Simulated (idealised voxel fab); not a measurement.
The name of this process module is voxel ribs on slabs.
The width of the displayed cross-section, cut, is 275 nm; its cells are square, with a size of 5 nm.
In this document a cross-section is written as a grid of square cells. It is given as a series of bands, listed from the top down, and a band is one or more rows of cells.
For a band, the entry starts with two heights in nm, that of the top and then that of the bottom, and carries on with the band's materials in order from left to right, each alongside its width in nm; the word "edge to edge" beside a single material means it fills the band edge to edge, and "empty" means empty space.
Heights are expressed relative to 0, this being the level below which the as-received wafer comprises one material exclusively. The lowest band is unbounded in the downward direction and is denoted as in "from 0 down".
The expression "30 to 40" gives the width at the extremes of the band, the first number at its top row of cells and the second at its bottom row, with the width changing by equal amounts from each row to the next in between.
Where the words "nothing got changed" appear for a step, the cross-section shows no cell changed by that step; every cell remained as before.
In the "Enclosed void list" entry, you get each enclosed empty space of 8 cells or more, one with no open way to the top, written width x height at distance, distance from the left edge, in nm.
Anything after a step's settings on that line? It's the simulator's own note about the step.
If you see "overlay nm" on a step's line and that step has a mask, it's telling you how far right of where it was planned the mask ended up; a negative number means it went left instead.
The steps planned for the process are as follows
| 1 | RECEIVE: material Si |
| 2 | DIRECTIONAL_DEP: material SiO2, thk nm 25 |
| 3 | DIRECTIONAL_DEP: material SiN, thk nm 15 |
| 4 | MASKED_ETCH: tone cover, mask id RIB, width nm 25, etch materials SiN, depth nm 5, overlay nm 0 |
| 5 | DIRECTIONAL_DEP: material aC, thk nm 15 |
| 6 | PATTERN: tone cover, mask id SLAB, material resist, width nm 55, thk nm 35, overlay nm 0 |
| 7 | DIRECTIONAL_ETCH: etch materials aC, depth nm 15 |
| 8 | STRIP: etch materials resist |
| 9 | DIRECTIONAL_ETCH: etch materials SiN, depth nm 10 |
| 10 | STRIP: etch materials aC |
| 11 | FILL_DEP: material SiO2, thk nm 15 |
| 12 | CMP: height nm 50 |
| 13 | DIRECTIONAL_DEP: material W, thk nm 10 |
| 14 | PATTERN: tone cover, mask id HEATER, material resist, width nm 35, thk nm 20, overlay nm -15 |
| 15 | DIRECTIONAL_ETCH: etch materials W, depth nm 10 |
| 16 | STRIP: etch materials resist |
| 17 | CONFORMAL_DEP: material SiN, thk nm 10 |
Heads up: all these wafers start the same, and what changes between them is the overlay nm in step 14. The value you see in the plan is just what the first wafer got.
The first of several wafers as received, shown in cross-section; this is its state after step 1
from 0 down  Si edge to edge
Enclosed void list: none
Cross-section, first of several wafers, end of module, after last step 17
from 70 to 60  95 of empty / 55 of SiN / 125 of empty
from 60 to 50  105 of SiN / 35 of W / 135 of SiN
from 50 to 40  SiO2 edge to edge
from 40 to 35  125 of SiO2 / 25 of SiN / 125 of SiO2
from 35 to 25  110 of SiO2 / 55 of SiN / 110 of SiO2
from 25 to 0  SiO2 edge to edge
from 0 down  Si edge to edge
Enclosed void list: none
The final wafer, sectioned at module end
from 70 to 60  125 of empty / 55 of SiN / 95 of empty
from 60 to 50  135 of SiN / 35 of W / 105 of SiN
from 50 to 40  SiO2 edge to edge
from 40 to 35  125 of SiO2 / 25 of SiN / 125 of SiO2
from 35 to 25  110 of SiO2 / 55 of SiN / 110 of SiO2
from 25 to 0  SiO2 edge to edge
from 0 down  Si edge to edge
Enclosed void list: none
Per wafer (row), end of module: delta in cells per material since receipt, (+) for gained, (-) for lost; closed voids after that
overlay nm -15, +145 SiN, +523 SiO2, +14 W, Enclosed void list: none
overlay nm -10, +145 SiN, +523 SiO2, +14 W, Enclosed void list: none
overlay nm -5, +145 SiN, +523 SiO2, +14 W, Enclosed void list: none
overlay nm 0, +145 SiN, +523 SiO2, +14 W, Enclosed void list: none
overlay nm 5, +145 SiN, +523 SiO2, +14 W, Enclosed void list: none
overlay nm 10, +145 SiN, +523 SiO2, +14 W, Enclosed void list: none
overlay nm 15, +145 SiN, +523 SiO2, +14 W, Enclosed void list: none
